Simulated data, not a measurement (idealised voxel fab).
The process module presented herein is designated voxel wiring stack.
The width of the displayed cross-section, cut, is 280 nm; its cells are square, with a size of 5 nm.
Cross-section format: a grid of square cells, given as bands from top to bottom; each band is one or more rows of cells.
In this notation a band is specified by the heights of its top and bottom, in that order and in nm, after which its materials appear from left to right, each paired with its width in nm. The word "edge to edge" attached to a single material means that material fills the band from edge to edge; the word "empty" stands for empty space.
Heads up on the height convention: 0 is the point under which the incoming wafer is all one material, and the lowest band has no bottom, it just keeps going down, like "0..down".
Think of "30 to 40" as a width that walks from the first number to the second as you go down the band, top row to bottom row, taking equal-sized steps from row to row.
"nothing was modified" means the step left every cell of the cross-section as it was.
Entry "Internal closed voids". Content: empty spaces with no open connection to the top, size 8 cells or greater. Each: width x height at distance. Distance: from left edge. Unit: nm.
Past the settings on a step's line: simulator remark, on that step.
overlay nm: on a step with a mask, how far right of its planned place the mask lay; negative means left.
Below is the list of planned process steps
| 1 | RECEIVE [material Si] |
| 2 | CONFORMAL_DEP [material SiO2] [thk nm 10] |
| 3 | DIRECTIONAL_DEP [material TiN] [thk nm 5] |
| 4 | DIRECTIONAL_DEP [material W] [thk nm 15] |
| 5 | PATTERN [tone cover] [mask id METAL_1] [material resist] [width nm 30] [pitch nm 55] [thk nm 15] [overlay nm 0] |
| 6 | DIRECTIONAL_ETCH [etch materials W] [depth nm 15] |
| 7 | DIRECTIONAL_ETCH [etch materials TiN] [depth nm 5] |
| 8 | STRIP [etch materials resist] |
| 9 | FILL_DEP [material SiO2] [thk nm 10] |
| 10 | CMP [height nm 30] |
| 11 | CONFORMAL_DEP [material SiCN] [thk nm 5] |
| 12 | DIRECTIONAL_DEP [material lowk] [thk nm 20] |
| 13 | PATTERN [tone open] [mask id PLUG_1] [material resist] [width nm 15] [pitch nm 55] [thk nm 15] [overlay nm 0] |
| 14 | DIRECTIONAL_ETCH [etch materials lowk] [depth nm 20] |
| 15 | DIRECTIONAL_ETCH [etch materials SiCN] [depth nm 5] |
| 16 | STRIP [etch materials resist] |
| 17 | CONFORMAL_DEP [material TiN] [thk nm 5] |
| 18 | FILL_DEP [material Ru] [thk nm 5] |
| 19 | CMP [height nm 55] |
| 20 | DIRECTIONAL_DEP [material TiN] [thk nm 5] |
| 21 | DIRECTIONAL_DEP [material Ru] [thk nm 15] |
| 22 | PATTERN [tone cover] [mask id METAL_2] [material resist] [width nm 30] [pitch nm 55] [thk nm 20] [overlay nm 0] |
| 23 | DIRECTIONAL_ETCH [etch materials Ru] [depth nm 15] |
| 24 | DIRECTIONAL_ETCH [etch materials TiN] [depth nm 5] |
| 25 | STRIP [etch materials resist] |
| 26 | CONFORMAL_DEP [material SiCN] [thk nm 5] |
| 27 | FILL_DEP [material SiO2] [thk nm 5] |
| 28 | CMP [height nm 75] |
| 29 | CONFORMAL_DEP [material SiN] [thk nm 5] |
The first wafer of two, processed as planned
Step 1 complete: cross-section of the wafer as received
* 0..down | Si edge to edge
* Internal closed voids: none
You're looking at a cross-section of the wafer after step 2
* 10..0 | SiO2 edge to edge
* Below 0 it's all the same as before, nothing changed down there.
You're looking at a cross-section of the wafer after step 3
* 15..10 | TiN edge to edge
* Below 10 it's all the same as before, nothing changed down there.
You're looking at a cross-section of the wafer after step 4
* 30..15 | W edge to edge
* Below 15 it's all the same as before, nothing changed down there.
You're looking at a cross-section of the wafer after step 5
* 45..30 | empty: 95, resist: 30, empty: 25, resist: 30, empty: 100
* Below 30 it's all the same as before, nothing changed down there.
You're looking at a cross-section of the wafer after step 6
* 45..30 | empty: 95, resist: 30, empty: 25, resist: 30, empty: 100
* 30..15 | empty: 95, W: 30, empty: 25, W: 30, empty: 100
* Below 15 it's all the same as before, nothing changed down there.
You're looking at a cross-section of the wafer after step 7
* 45..30 | empty: 95, resist: 30, empty: 25, resist: 30, empty: 100
* 30..15 | empty: 95, W: 30, empty: 25, W: 30, empty: 100
* 15..10 | empty: 95, TiN: 30, empty: 25, TiN: 30, empty: 100
* Below 10 it's all the same as before, nothing changed down there.
You're looking at a cross-section of the wafer after step 8
* 30..15 | empty: 95, W: 30, empty: 25, W: 30, empty: 100
* Below 15 it's all the same as before, nothing changed down there.
You're looking at a cross-section of the wafer after step 9
* 40..30 | SiO2 edge to edge
* 30..15 | SiO2: 95, W: 30, SiO2: 25, W: 30, SiO2: 100
* 15..10 | SiO2: 95, TiN: 30, SiO2: 25, TiN: 30, SiO2: 100
* Below 10 it's all the same as before, nothing changed down there.
You're looking at a cross-section of the wafer after step 10
* 30..15 | SiO2: 95, W: 30, SiO2: 25, W: 30, SiO2: 100
* Below 15 it's all the same as before, nothing changed down there.
You're looking at a cross-section of the wafer after step 11
* 35..30 | SiCN edge to edge
* Below 30 it's all the same as before, nothing changed down there.
You're looking at a cross-section of the wafer after step 12
* 55..35 | lowk edge to edge
* Below 35 it's all the same as before, nothing changed down there.
You're looking at a cross-section of the wafer after step 13
* 70..55 | resist: 95, empty: 15, resist: 40, empty: 15, resist: 115
* Below 55 it's all the same as before, nothing changed down there.
You're looking at a cross-section of the wafer after step 14
* 70..55 | resist: 95, empty: 15, resist: 40, empty: 15, resist: 115
* 55..35 | lowk: 95, empty: 15, lowk: 40, empty: 15, lowk: 115
* Below 35 it's all the same as before, nothing changed down there.
You're looking at a cross-section of the wafer after step 15
* 70..55 | resist: 95, empty: 15, resist: 40, empty: 15, resist: 115
* 55..35 | lowk: 95, empty: 15, lowk: 40, empty: 15, lowk: 115
* 35..30 | SiCN: 95, empty: 15, SiCN: 40, empty: 15, SiCN: 115
* Below 30 it's all the same as before, nothing changed down there.
You're looking at a cross-section of the wafer after step 16
* 55..35 | lowk: 95, empty: 15, lowk: 40, empty: 15, lowk: 115
* Below 35 it's all the same as before, nothing changed down there.
You're looking at a cross-section of the wafer after step 17
* 60..55 | TiN: 100, empty: 5, TiN: 50, empty: 5, TiN: 120
* 55..35 | lowk: 95, TiN: 5, empty: 5, TiN: 5, lowk: 40, TiN: 5, empty: 5, TiN: 5, lowk: 115
* 35..30 | SiCN: 95, TiN: 15, SiCN: 40, TiN: 15, SiCN: 115
* Below 30 it's all the same as before, nothing changed down there.
You're looking at a cross-section of the wafer after step 18
* 65..60 | Ru edge to edge
* 60..55 | TiN: 100, Ru: 5, TiN: 50, Ru: 5, TiN: 120
* 55..35 | lowk: 95, TiN: 5, Ru: 5, TiN: 5, lowk: 40, TiN: 5, Ru: 5, TiN: 5, lowk: 115
* Below 35 it's all the same as before, nothing changed down there.
You're looking at a cross-section of the wafer after step 19
* 55..35 | lowk: 95, TiN: 5, Ru: 5, TiN: 5, lowk: 40, TiN: 5, Ru: 5, TiN: 5, lowk: 115
* Below 35 it's all the same as before, nothing changed down there.
You're looking at a cross-section of the wafer after step 20
* 60..55 | TiN edge to edge
* Below 55 it's all the same as before, nothing changed down there.
You're looking at a cross-section of the wafer after step 21
* 75..60 | Ru edge to edge
* Below 60 it's all the same as before, nothing changed down there.
You're looking at a cross-section of the wafer after step 22
* 95..75 | empty: 95, resist: 30, empty: 25, resist: 30, empty: 100
* Below 75 it's all the same as before, nothing changed down there.
You're looking at a cross-section of the wafer after step 23
* 95..75 | empty: 95, resist: 30, empty: 25, resist: 30, empty: 100
* 75..60 | empty: 95, Ru: 30, empty: 25, Ru: 30, empty: 100
* Below 60 it's all the same as before, nothing changed down there.
You're looking at a cross-section of the wafer after step 24
* 95..75 | empty: 95, resist: 30, empty: 25, resist: 30, empty: 100
* 75..60 | empty: 95, Ru: 30, empty: 25, Ru: 30, empty: 100
* 60..55 | empty: 95, TiN: 30, empty: 25, TiN: 30, empty: 100
* Below 55 it's all the same as before, nothing changed down there.
You're looking at a cross-section of the wafer after step 25
* 75..60 | empty: 95, Ru: 30, empty: 25, Ru: 30, empty: 100
* Below 60 it's all the same as before, nothing changed down there.
You're looking at a cross-section of the wafer after step 26
* 80..75 | empty: 90, SiCN: 40, empty: 15, SiCN: 40, empty: 95
* 75..60 | empty: 90, SiCN: 5, Ru: 30, SiCN: 5, empty: 15, SiCN: 5, Ru: 30, SiCN: 5, empty: 95
* 60..55 | SiCN: 95, TiN: 30, SiCN: 25, TiN: 30, SiCN: 100
* Below 55 it's all the same as before, nothing changed down there.
You're looking at a cross-section of the wafer after step 27
* 85..80 | SiO2 edge to edge
* 80..75 | SiO2: 90, SiCN: 40, SiO2: 15, SiCN: 40, SiO2: 95
* 75..60 | SiO2: 90, SiCN: 5, Ru: 30, SiCN: 5, SiO2: 15, SiCN: 5, Ru: 30, SiCN: 5, SiO2: 95
* Below 60 it's all the same as before, nothing changed down there.
You're looking at a cross-section of the wafer after step 28
* 75..60 | SiO2: 90, SiCN: 5, Ru: 30, SiCN: 5, SiO2: 15, SiCN: 5, Ru: 30, SiCN: 5, SiO2: 95
* Below 60 it's all the same as before, nothing changed down there.
You're looking at a cross-section of the wafer after step 29
* 80..75 | SiN edge to edge
* Below 75 it's all the same as before, nothing changed down there.
The second wafer was prepared from the same starting point and under the same plan as the first; its processing contained one mistake, and it remains indistinguishable from the first wafer up to and including step 21
Second wafer, cut view, end of step 22 per plan
* 95..75 | empty: 100, resist: 30, empty: 25, resist: 30, empty: 95
* Below 75 it's all the same as before, nothing changed down there.
Second wafer, cut view, end of step 23 per plan
* 95..75 | empty: 100, resist: 30, empty: 25, resist: 30, empty: 95
* 75..60 | empty: 100, Ru: 30, empty: 25, Ru: 30, empty: 95
* Below 60 it's all the same as before, nothing changed down there.
Second wafer, cut view, end of step 24 per plan
* 95..75 | empty: 100, resist: 30, empty: 25, resist: 30, empty: 95
* 75..60 | empty: 100, Ru: 30, empty: 25, Ru: 30, empty: 95
* 60..55 | empty: 100, TiN: 30, empty: 25, TiN: 30, empty: 95
* Below 55 it's all the same as before, nothing changed down there.
Second wafer, cut view, end of step 25 per plan
* 75..60 | empty: 100, Ru: 30, empty: 25, Ru: 30, empty: 95
* Below 60 it's all the same as before, nothing changed down there.
Second wafer, cut view, end of step 26 per plan
* 80..75 | empty: 95, SiCN: 40, empty: 15, SiCN: 40, empty: 90
* 75..60 | empty: 95, SiCN: 5, Ru: 30, SiCN: 5, empty: 15, SiCN: 5, Ru: 30, SiCN: 5, empty: 90
* 60..55 | SiCN: 100, TiN: 30, SiCN: 25, TiN: 30, SiCN: 95
* Below 55 it's all the same as before, nothing changed down there.
Second wafer, cut view, end of step 27 per plan
* 85..80 | SiO2 edge to edge
* 80..75 | SiO2: 95, SiCN: 40, SiO2: 15, SiCN: 40, SiO2: 90
* 75..60 | SiO2: 95, SiCN: 5, Ru: 30, SiCN: 5, SiO2: 15, SiCN: 5, Ru: 30, SiCN: 5, SiO2: 90
* Below 60 it's all the same as before, nothing changed down there.
Second wafer, cut view, end of step 28 per plan
* 75..60 | SiO2: 95, SiCN: 5, Ru: 30, SiCN: 5, SiO2: 15, SiCN: 5, Ru: 30, SiCN: 5, SiO2: 90
* Below 60 it's all the same as before, nothing changed down there.
Second wafer, cut view, end of step 29 per plan
* 80..75 | SiN edge to edge
* Below 75 it's all the same as before, nothing changed down there.
Error vs. plan: note that step 22 departed from the planned setting and was carried out as PATTERN [tone cover] [mask id METAL_2] [material resist] [width nm 30] [pitch nm 55] [thk nm 20] [overlay nm 5]
Cell counts per material: same on both final wafers. Positions: different.
